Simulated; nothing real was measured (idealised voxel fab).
process module | voxel tone inversion
In the cross-section labelled cut, the width is 250 nm and each square cell is 5 nm.
A cross-section is a grid of square cells, given in bands from the top down. A band is one or more rows of cells.
Band: top height; bottom height; in nm. Then, left to right: material with width in nm, for each material. "full width": a single material spanning edge to edge. "empty": empty space.
Heads up on the height convention: 0 is the point under which the incoming wafer is all one material, and the lowest band has no bottom, it just keeps going down, like "z 0 and below".
The width entry "30->40" should be interpreted row by row: the top row of cells in the band takes the first number, the bottom row takes the second number, and the change between adjacent rows is uniform throughout.
Where a step carries "remains unaltered", the cross-section came out of it unchanged, cell for cell.
In the "Enclosed internal cavities" entry, you get each enclosed empty space of 8 cells or more, one with no open way to the top, written width x height at distance, distance from the left edge, in nm.
If you see something after the settings on a step's line, that's the simulator's own remark about that step.
overlay nm: right-of-plan distance of the mask on a masked step; negative values mean left-of-plan.

**Below is the list of planned process steps**
- 1: RECEIVE (material Si)
- 2: CONFORMAL_DEP (material SiCN; thk nm 5)
- 3: DIRECTIONAL_DEP (material aC; thk nm 20)
- 4: PATTERN (tone cover; mask id POSTS; material resist; width nm 15; pitch nm 35; thk nm 30; overlay nm 0)
- 5: DIRECTIONAL_ETCH (etch materials aC; depth nm 20)
- 6: STRIP (etch materials resist)
- 7: FILL_DEP (material lowk; thk nm 10)
- 8: CMP (height nm 25)
- 9: STRIP (etch materials aC)
- 10: CONFORMAL_DEP (material TiN; thk nm 5)
- 11: FILL_DEP (material W; thk nm 5)
- 12: CMP (height nm 25)
- 13: CONFORMAL_DEP (material SiN; thk nm 5)

**as received, after step 1**
    z 0 and below  Si full width
    Enclosed internal cavities: none

**Cross-sectional view of the first of the two wafers upon completion of the module, processed in accordance with the plan**
    z 30 to 25  SiN full width
    z 25 to 10  lowk=65 / TiN=5 / W=5 / TiN=5 / lowk=20 / TiN=5 / W=5 / TiN=5 / lowk=20 / TiN=5 / W=5 / TiN=5 / lowk=20 / TiN=5 / W=5 / TiN=5 / lowk=65
    z 10 to 5  lowk=65 / TiN=15 / lowk=20 / TiN=15 / lowk=20 / TiN=15 / lowk=20 / TiN=15 / lowk=65
    z 5 to 0  SiCN full width
    z 0 and below  Si full width
    Enclosed internal cavities: none

**This cross-section belongs to the second wafer of two at the end of the module; the start and the plan were shared with the first, and the run included one mistake**
    z 30 to 25  SiN full width
    z 25 to 10  lowk=65 / TiN=5 / W=10 / TiN=5 / lowk=15 / TiN=5 / W=10 / TiN=5 / lowk=15 / TiN=5 / W=10 / TiN=5 / lowk=15 / TiN=5 / W=10 / TiN=5 / lowk=60
    z 10 to 5  lowk=65 / TiN=20 / lowk=15 / TiN=20 / lowk=15 / TiN=20 / lowk=15 / TiN=20 / lowk=60
    z 5 to 0  SiCN full width
    z 0 and below  Si full width
    Enclosed internal cavities: none
Misprocessing identified: so step 4 ended up running with a different setting than we planned, it ran as PATTERN (tone cover; mask id POSTS; material resist; width nm 20; pitch nm 35; thk nm 30; overlay nm 0)
Wafer comparison, final, in cells, second relative to first, materials more or fewer: +4 TiN; +12 W; -16 lowk
